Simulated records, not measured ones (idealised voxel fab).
Proc. module: voxel wiring stack
The cross-section on display is named cut; it measures 160 nm wide, and its cells are 5 nm squares.
Throughout this document, each cross-section is represented as a grid of square cells and is presented as a sequence of bands enumerated from the top downward, where a band comprises one or more rows of cells. Top, bottom (nm), then materials left to right with widths (nm); lone material tagged "everywhere" fills the whole band edge to edge; "blank" = empty space. Convention: height 0 is the level below which the wafer, as received, is all one material. The lowest band does not terminate at the bottom but continues downward, represented as "from 0 down". The expression "30..40" gives the width at the extremes of the band, the first number at its top row of cells and the second at its bottom row, with the width changing by equal amounts from each row to the next in between. "remained unchanged" after a step means that no cell of the cross-section changed. Heads up: "Cavities, closed" only lists the empty pockets with no open path to the top that are 8 cells or more, and it writes them as width x height at distance, distance from the left edge, in nm. The remark found on a step's line after its settings is issued by the simulator itself and pertains to that step. Each step line may optionally specify "overlay nm", which for a step with a mask gives the rightward distance between the mask's planned place and where it lay, a negative value indicating the leftward direction.
Here's what the planned process steps look like:
- 1: RECEIVE with material Si
- 2: CONFORMAL_DEP with material SiO2, thk nm 15
- 3: DIRECTIONAL_DEP with material TiN, thk nm 5
- 4: DIRECTIONAL_DEP with material W, thk nm 20
- 5: MASKED_ETCH with tone cover, mask id METAL_1, width nm 20, pitch nm 50, etch materials W, depth nm 20, overlay nm 0
- 6: MASKED_ETCH with tone cover, mask id METAL_1, width nm 20, pitch nm 50, etch materials TiN, depth nm 5, overlay nm 0
- 7: FILL_DEP with material SiO2, thk nm 10
- 8: CMP with height nm 40
- 9: CONFORMAL_DEP with material SiCN, thk nm 5
- 10: DIRECTIONAL_DEP with material SiO2, thk nm 20
- 11: DIRECTIONAL_DEP with material aC, thk nm 5
- 12: PATTERN with tone open, mask id PLUG_1, material resist, width nm 15, pitch nm 50, thk nm 35, overlay nm 0
- 13: DIRECTIONAL_ETCH with etch materials aC, depth nm 15
- 14: STRIP with etch materials resist
- 15: DIRECTIONAL_ETCH with etch materials SiO2, depth nm 20
- 16: DIRECTIONAL_ETCH with etch materials SiCN, depth nm 5
- 17: STRIP with etch materials aC
- 18: EPI with material Ru, thk nm 10
- 19: EPI with material Ru, thk nm 10
- 20: EPI with material Ru, thk nm 5
- 21: DIRECTIONAL_DEP with material TiN, thk nm 5
- 22: DIRECTIONAL_DEP with material Ru, thk nm 25
- 23: PATTERN with tone cover, mask id METAL_2, material resist, width nm 20, pitch nm 50, thk nm 15, overlay nm 0
- 24: DIRECTIONAL_ETCH with etch materials Ru, depth nm 25
- 25: DIRECTIONAL_ETCH with etch materials TiN, depth nm 5
- 26: STRIP with etch materials resist
- 27: FILL_DEP with material SiO2, thk nm 10
- 28: CMP with height nm 95
- 29: CONFORMAL_DEP with material SiCN, thk nm 5
Keep in mind the plan's value for the thk nm of step 11 comes from the first wafer; the wafers don't share that setting, but they do share the same starting point.
Here's the first of the wafers in cross-section, just as we got it, i.e. after step 1:
- from 0 down: Si everywhere
- Cavities, closed: none
Post step 29, the closing step of the module: first of several wafers, cross-sectioned:
- from 100 to 95: SiCN everywhere
- from 95 to 70: SiO2 20 nm / Ru 20 nm / SiO2 30 nm / Ru 20 nm / SiO2 30 nm / Ru 20 nm / SiO2 20 nm
- from 70 to 65: SiO2 20 nm / TiN 20 nm / SiO2 30 nm / TiN 20 nm / SiO2 30 nm / TiN 20 nm / SiO2 20 nm
- from 65 to 45: SiO2 20 nm / Ru 15 nm / SiO2 35 nm / Ru 15 nm / SiO2 35 nm / Ru 15 nm / SiO2 25 nm
- from 45 to 40: SiCN 20 nm / Ru 15 nm / SiCN 35 nm / Ru 15 nm / SiCN 35 nm / Ru 15 nm / SiCN 25 nm
- from 40 to 20: SiO2 20 nm / W 20 nm / SiO2 30 nm / W 20 nm / SiO2 30 nm / W 20 nm / SiO2 20 nm
- from 20 to 15: SiO2 20 nm / TiN 20 nm / SiO2 30 nm / TiN 20 nm / SiO2 30 nm / TiN 20 nm / SiO2 20 nm
- from 15 to 0: SiO2 everywhere
- from 0 down: Si everywhere
- Cavities, closed: none
The module's end: a cross-section of the last wafer:
- from 100 to 95: SiCN everywhere
- from 95 to 70: SiO2 20 nm / Ru 20 nm / SiO2 30 nm / Ru 20 nm / SiO2 30 nm / Ru 20 nm / SiO2 20 nm
- from 70 to 65: SiO2 20 nm / TiN 20 nm / SiO2 30 nm / TiN 20 nm / SiO2 30 nm / TiN 20 nm / SiO2 20 nm
- from 65 to 45: SiO2 everywhere
- from 45 to 40: SiCN everywhere
- from 40 to 20: SiO2 20 nm / W 20 nm / SiO2 30 nm / W 20 nm / SiO2 30 nm / W 20 nm / SiO2 20 nm
- from 20 to 15: SiO2 20 nm / TiN 20 nm / SiO2 30 nm / TiN 20 nm / SiO2 30 nm / TiN 20 nm / SiO2 20 nm
- from 15 to 0: SiO2 everywhere
- from 0 down: Si everywhere
- Cavities, closed: none
Table: wafers, a row each; end-of-module cell change per material since receipt, gain (+), loss (-); then closed voids:
thk nm 5; +105 Ru; +55 SiCN; +408 SiO2; +24 TiN; +48 W; Cavities, closed: none
thk nm 10; +105 Ru; +55 SiCN; +408 SiO2; +24 TiN; +48 W; Cavities, closed: none
thk nm 15; +105 Ru; +55 SiCN; +408 SiO2; +24 TiN; +48 W; Cavities, closed: none
thk nm 20; +60 Ru; +64 SiCN; +444 SiO2; +24 TiN; +48 W; Cavities, closed: none
thk nm 25; +60 Ru; +64 SiCN; +444 SiO2; +24 TiN; +48 W; Cavities, closed: none
thk nm 30; +60 Ru; +64 SiCN; +444 SiO2; +24 TiN; +48 W; Cavities, closed: none
